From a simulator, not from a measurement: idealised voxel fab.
Process module heading - voxel ribs on slabs
165 nm wide, 5 nm square cells: that's cross-section cut.
Cross-section, as written here: a square-cell grid given band by band from the top down, where a band holds one or more rows of cells.
Band: top and bottom heights (nm) first, top before bottom; then materials from left to right, widths in nm. "throughout" marks a sole material filling the band edge to edge. "air" denotes empty space.
The reference from which all heights are counted is 0, the level beneath which the as-received wafer is entirely one material; the lowest band, having no lower bound, proceeds downward and is written after the example "top 0, no bottom".
The notation "30..40" denotes a width that varies across the rows of cells in the band, beginning at the first number in the top row, finishing at the second number in the bottom row, and changing by an identical amount from each row to the next.
When a step is marked "no change", none of the cells in the cross-section changed during that step.
"Closed void listing": sealed empty spaces, 8 cells or more, no open way to top, listed width x height at distance, with distance from the left edge and width, height and distance in nm.
Formally, on a step line, whatever follows the settings is a remark that the simulator itself makes on the step.
"overlay nm" answers the question of how far to the right of plan the mask lay on a step that has a mask, and when it is negative the answer is to the left.
## Intended process steps
1: RECEIVE,material Si
2: DIRECTIONAL_DEP,material SiO2,thk nm 30
3: DIRECTIONAL_DEP,material SiN,thk nm 15
4: DIRECTIONAL_DEP,material aC,thk nm 10
5: PATTERN,tone cover,mask id RIB,material resist,width nm 25,thk nm 25,overlay nm 0
6: DIRECTIONAL_ETCH,etch materials aC,depth nm 10
7: STRIP,etch materials resist
8: DIRECTIONAL_ETCH,etch materials SiN,depth nm 10
9: STRIP,etch materials aC
10: MASKED_ETCH,tone cover,mask id SLAB,width nm 55,etch materials SiN,depth nm 5,overlay nm 0
11: FILL_DEP,material SiO2,thk nm 25
12: CMP,height nm 65
13: DIRECTIONAL_DEP,material TiN,thk nm 5
14: DIRECTIONAL_DEP,material aC,thk nm 10
15: PATTERN,tone cover,mask id HEATER,material resist,width nm 35,thk nm 30,overlay nm 0
16: DIRECTIONAL_ETCH,etch materials aC,depth nm 10
17: STRIP,etch materials resist
18: DIRECTIONAL_ETCH,etch materials TiN,depth nm 5
19: STRIP,etch materials aC
20: CONFORMAL_DEP,material SiO2,thk nm 10
## The cross-section here shows the wafer as received, i.e. in its state after step 1
  top 0, no bottom = Si throughout
  Closed void listing: none
## As-planned run: cross-section of the first of two wafers at end of module
  top 80, bottom 75 = 55 nm air, 55 nm SiO2, 55 nm air
  top 75, bottom 70 = SiO2 throughout
  top 70, bottom 65 = 65 nm SiO2, 35 nm TiN, 65 nm SiO2
  top 65, bottom 45 = SiO2 throughout
  top 45, bottom 35 = 70 nm SiO2, 25 nm SiN, 70 nm SiO2
  top 35, bottom 30 = 55 nm SiO2, 55 nm SiN, 55 nm SiO2
  top 30, bottom 0 = SiO2 throughout
  top 0, no bottom = Si throughout
  Closed void listing: none
## This cross-section belongs to the second wafer of two at the end of the module; the start and the plan were shared with the first, and the run included one mistake
  top 80, bottom 75 = 55 nm air, 55 nm SiO2, 55 nm air
  top 75, bottom 70 = SiO2 throughout
  top 70, bottom 65 = 65 nm SiO2, 35 nm TiN, 65 nm SiO2
  top 65, bottom 45 = SiO2 throughout
  top 45, bottom 35 = 70 nm SiO2, 30 nm SiN, 65 nm SiO2
  top 35, bottom 30 = 55 nm SiO2, 55 nm SiN, 55 nm SiO2
  top 30, bottom 0 = SiO2 throughout
  top 0, no bottom = Si throughout
  Closed void listing: none
what went wrong: step 5 ran with different settings than intended, the actual operation and settings being PATTERN,tone cover,mask id RIB,material resist,width nm 30,thk nm 25,overlay nm 0
Count the cells at the end and the second wafer has more or fewer of some materials than the first: SiN: 2 more; SiO2: 2 fewer
